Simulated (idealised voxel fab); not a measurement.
You're looking at the process module voxel self aligned vias.
The figure presents cross-section cut, which has a width of 285 nm and is divided into square cells with an edge length of 5 nm.
In what follows, cross-sections appear as grids of square cells, described through bands that run from the top down, where every band is one or more rows of cells. It is stipulated that each band's entry specify, in nanometres, the height of the top of the band and then that of its bottom, followed by the materials of the band in left-to-right sequence, each together with its width in nanometres. A single material marked by the word "edge to edge" is understood to fill the band from edge to edge; the word "blank" is understood to denote empty space. Counting heights begins at 0, where everything beneath is, in the wafer as received, one material. The lowest band has no bottom; it goes on downwards, as "from 0 down" shows. Top row gets the first number, bottom row gets the second, and each row in between changes by the same step: that is how a band width like "30 to 40" works. The cross-section has no changed cell in any step marked "remained unchanged". Listed in "Unvented internal voids": every empty space of 8 or more cells without an open way to the top. Form: width x height at distance, the distance being from the left edge, all in nm. after a step's settings: what the simulator itself notes on the step. overlay nm: mask right of planned place by this much (step with mask). Neg. = left.

Process steps foreseen in the plan:
1. RECEIVE | material Si
2. CONFORMAL_DEP | material SiO2 | thk nm 15
3. CONFORMAL_DEP | material SiCN | thk nm 5
4. DIRECTIONAL_DEP | material lowk | thk nm 30
5. PATTERN | tone open | mask id LINES | material resist | width nm 20 | pitch nm 65 | thk nm 15 | overlay nm 0
6. DIRECTIONAL_ETCH | etch materials lowk | depth nm 30
7. STRIP | etch materials resist
8. CONFORMAL_DEP | material TiN | thk nm 5
9. FILL_DEP | material W | thk nm 5
10. CMP | height nm 50
11. SELECTIVE_ETCH | etch materials W Ru TiN | depth nm 5
12. FILL_DEP | material SiN | thk nm 5
13. CMP | height nm 50
14. DIRECTIONAL_DEP | material lowk | thk nm 15
15. MASKED_ETCH | tone open | mask id VIAS | width nm 30 | etch materials lowk | depth nm 15 | overlay nm 0
16. MASKED_ETCH | tone open | mask id VIAS | width nm 40 | etch materials SiN | depth nm 5 | overlay nm 0
17. CONFORMAL_DEP | material TiN | thk nm 5
18. FILL_DEP | material Cu | thk nm 5
19. CMP | height nm 65
20. CONFORMAL_DEP | material SiN | thk nm 5
Among the wafers covered here, the point of difference is the width nm at step 15; their starting state is shared, and the plan presents the value of the first wafer.

Cross-section of the first of several wafers as received (after step 1):
from 0 down = Si edge to edge
Unvented internal voids: none

each wafer at the end: cells of each material gained (+) or lost (-) since it was received, then its closed voids:
width nm 30 | +10 Cu | +57 SiCN | +61 SiN | +171 SiO2 | +36 TiN | +16 W | +447 lowk | Unvented internal voids: none
width nm 35 | +12 Cu | +57 SiCN | +61 SiN | +171 SiO2 | +37 TiN | +16 W | +444 lowk | Unvented internal voids: none
width nm 40 | +14 Cu | +57 SiCN | +61 SiN | +171 SiO2 | +38 TiN | +16 W | +441 lowk | Unvented internal voids: none
width nm 45 | +16 Cu | +57 SiCN | +61 SiN | +171 SiO2 | +39 TiN | +16 W | +438 lowk | Unvented internal voids: none
width nm 50 | +18 Cu | +57 SiCN | +61 SiN | +171 SiO2 | +40 TiN | +16 W | +435 lowk | Unvented internal voids: none
width nm 55 | +20 Cu | +57 SiCN | +61 SiN | +171 SiO2 | +41 TiN | +16 W | +432 lowk | Unvented internal voids: none
